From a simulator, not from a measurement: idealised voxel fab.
voxel tone inversion: a process module
The width of the displayed cross-section, cut, is 285 nm; its cells are square, with a size of 5 nm.
If you're reading a cross-section in this doc, picture square cells in a grid; it comes to you as bands, top ones listed first down to the bottom, and a band can be one or more rows of cells.
Look at the band entry: it leads with the top's height and the bottom's height in nm. Then it lists the materials left to right, with a width in nm for each. The word "all across" on a single material says that material fills the band edge to edge. The word "blank" is empty space.
Measure heights from 0. That's the level where, below it, the as-received wafer is all one material. The lowest band is bottomless and extends downward; write it as in "0 -> down".
The expression "30..40" gives the width at the extremes of the band, the first number at its top row of cells and the second at its bottom row, with the width changing by equal amounts from each row to the next in between.
"remained the same" for a step: no cell of the cross-section changed in that step.
This entry, "Trapped voids", enumerates those empty regions of no fewer than 8 cells that possess no open connection to the top. Each region is reported in the form width x height at distance, the distance being taken from the left edge, with all three quantities expressed in nm.
It should be noted that, on the line of a given step, the content following the step's settings is a remark produced by the simulator itself with respect to that step.
"overlay nm" on a masked step: distance the mask lay right of its planned place, negative for left.

-- Intended process steps
| 1 | op RECEIVE | material Si |
| 2 | op CONFORMAL_DEP | material SiN | thk nm 10 |
| 3 | op DIRECTIONAL_DEP | material aC | thk nm 15 |
| 4 | op PATTERN | tone cover | mask id POSTS | material resist | width nm 20 | pitch nm 35 | thk nm 20 | overlay nm 0 |
| 5 | op DIRECTIONAL_ETCH | etch materials aC | depth nm 15 |
| 6 | op STRIP | etch materials resist |
| 7 | op FILL_DEP | material lowk | thk nm 10 |
| 8 | op CMP | height nm 25 |
| 9 | op STRIP | etch materials aC |
| 10 | op CONFORMAL_DEP | material TiN | thk nm 5 |
| 11 | op FILL_DEP | material W | thk nm 10 |
| 12 | op CMP | height nm 25 |
| 13 | op CONFORMAL_DEP | material SiN | thk nm 5 |

-- Cross-section: wafer on arrival = after step 1
    0 -> down = Si all across
    Trapped voids: none

-- Here's the cross-section of the first of our two wafers at the end of the module - it ran as planned
    30 -> 25 = SiN all across
    25 -> 15 = 115 lowk / 5 TiN / 10 W / 5 TiN / 15 lowk / 5 TiN / 10 W / 5 TiN / 115 lowk
    15 -> 10 = 115 lowk / 20 TiN / 15 lowk / 20 TiN / 115 lowk
    10 -> 0 = SiN all across
    0 -> down = Si all across
    Trapped voids: none

-- Cross-sectional view: second of two wafers, end of module; start and plan identical to the first, one mistake in running
    30 -> 25 = SiN all across
    25 -> 15 = 110 W / 5 TiN / 20 lowk / 5 TiN / 5 W / 5 TiN / 20 lowk / 5 TiN / 110 W
    15 -> 10 = 115 TiN / 20 lowk / 15 TiN / 20 lowk / 115 TiN
    10 -> 0 = SiN all across
    0 -> down = Si all across
    Trapped voids: none
Which mistake was made when the wafer was run? planned and actual differ for step 4; actual: op PATTERN | tone open | mask id POSTS | material resist | width nm 20 | pitch nm 35 | thk nm 20 | overlay nm 0
The closing comparison, in cells, has the second wafer with more or fewer of some materials than the first: 41 more of TiN, 82 more of W, 123 fewer of lowk
